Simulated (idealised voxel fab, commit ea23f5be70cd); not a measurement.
Process module heading - voxel self aligned vias
FYI the section here is cut, 285 nm wide, cells are 5 nm squares.
We lay out every cross-section as a grid of square cells and spell it out in bands from the top down, where one band means one or more rows of cells. First you get the band's top height and its bottom height, in nm, and then the materials it's made of, left to right, with each width in nm. If you see a single material with "full width", that one covers the band edge to edge. "empty" is empty space. For the purposes of this specification, 0 denotes the height below which the wafer in its as-received condition is composed wholly of one material, and the lowermost band, lacking a lower limit, extends downward without end, as expressed in "from 0 down". So if you see something like "30 to 40" for the width, read it as the top row of the band sitting at the first number and the bottom row at the second, with every row in between moving by the same amount as the last. "nothing was modified" after a step means that no cell of the cross-section changed. Heads up: "Unvented voids" only lists the empty pockets with no open path to the top that are 8 cells or more, and it writes them as width x height at distance, distance from the left edge, in nm. It should be noted that, on the line of a given step, the content following the step's settings is a remark produced by the simulator itself with respect to that step. overlay nm: how far to the right of its planned place the mask lay on this masked step (negative: to the left).
-- The following list gives the planned process steps
step 1: RECEIVE | material Si
step 2: CONFORMAL_DEP | material SiO2 | thk nm 15
step 3: CONFORMAL_DEP | material SiCN | thk nm 5
step 4: DIRECTIONAL_DEP | material lowk | thk nm 30
step 5: DIRECTIONAL_DEP | material aC | thk nm 10
step 6: PATTERN | tone open | mask id LINES | material resist | width nm 20 | pitch nm 60 | thk nm 30 | overlay nm 0
step 7: DIRECTIONAL_ETCH | etch materials aC | depth nm 10
step 8: STRIP | etch materials resist
step 9: DIRECTIONAL_ETCH | etch materials lowk | depth nm 30
step 10: STRIP | etch materials aC
step 11: CONFORMAL_DEP | material TiN | thk nm 5
step 12: FILL_DEP | material W | thk nm 10
step 13: CMP | height nm 50
step 14: SELECTIVE_ETCH | etch materials W Ru TiN | depth nm 10
step 15: FILL_DEP | material SiN | thk nm 10
step 16: CMP | height nm 50
step 17: DIRECTIONAL_DEP | material lowk | thk nm 15
step 18: PATTERN | tone open | mask id VIAS | material resist | width nm 40 | thk nm 15 | overlay nm 0
step 19: DIRECTIONAL_ETCH | etch materials lowk | depth nm 15
step 20: DIRECTIONAL_ETCH | etch materials SiN | depth nm 10
step 21: STRIP | etch materials resist
step 22: CONFORMAL_DEP | material TiN | thk nm 5
step 23: FILL_DEP | material W | thk nm 5
step 24: CMP | height nm 65
step 25: CONFORMAL_DEP | material SiN | thk nm 5
Among the wafers covered here, the point of difference is the thk nm at step 25; their starting state is shared, and the plan presents the value of the first wafer.
-- Step 1 complete: as-received cross-section of the first of several wafers
	from 0 down = Si full width
	Unvented voids: none
-- Cross-section of the first of several wafers once the module has run through its last step, step 25
	from 70 to 65 = SiN full width
	from 65 to 55 = lowk (90) / TiN (5) / W (30) / TiN (5) / lowk (155)
	from 55 to 50 = lowk (90) / TiN (15) / W (10) / TiN (15) / lowk (155)
	from 50 to 45 = lowk (100) / TiN (5) / W (10) / TiN (5) / lowk (40) / SiN (20) / lowk (105)
	from 45 to 40 = lowk (100) / TiN (20) / lowk (40) / SiN (20) / lowk (105)
	from 40 to 25 = lowk (100) / TiN (5) / W (10) / TiN (5) / lowk (40) / TiN (5) / W (10) / TiN (5) / lowk (105)
	from 25 to 20 = lowk (100) / TiN (20) / lowk (40) / TiN (20) / lowk (105)
	from 20 to 15 = SiCN full width
	from 15 to 0 = SiO2 full width
	from 0 down = Si full width
	Unvented voids: none
-- Cross-sectional view, end of module, last wafer of several
	from 85 to 65 = SiN full width
	from 65 to 55 = lowk (90) / TiN (5) / W (30) / TiN (5) / lowk (155)
	from 55 to 50 = lowk (90) / TiN (15) / W (10) / TiN (15) / lowk (155)
	from 50 to 45 = lowk (100) / TiN (5) / W (10) / TiN (5) / lowk (40) / SiN (20) / lowk (105)
	from 45 to 40 = lowk (100) / TiN (20) / lowk (40) / SiN (20) / lowk (105)
	from 40 to 25 = lowk (100) / TiN (5) / W (10) / TiN (5) / lowk (40) / TiN (5) / W (10) / TiN (5) / lowk (105)
	from 25 to 20 = lowk (100) / TiN (20) / lowk (40) / TiN (20) / lowk (105)
	from 20 to 15 = SiCN full width
	from 15 to 0 = SiO2 full width
	from 0 down = Si full width
	Unvented voids: none
-- Below is a per-wafer table. In it, each row describes the wafer at the end of the module by giving, for each material, the number of cells gained (+) or lost (-) since the wafer was received, and after that the closed voids of the wafer
thk nm 5, +57 SiCN, +65 SiN, +171 SiO2, +36 TiN, +28 W, +441 lowk, Unvented voids: none
thk nm 10, +57 SiCN, +122 SiN, +171 SiO2, +36 TiN, +28 W, +441 lowk, Unvented voids: none
thk nm 15, +57 SiCN, +179 SiN, +171 SiO2, +36 TiN, +28 W, +441 lowk, Unvented voids: none
thk nm 20, +57 SiCN, +236 SiN, +171 SiO2, +36 TiN, +28 W, +441 lowk, Unvented voids: none
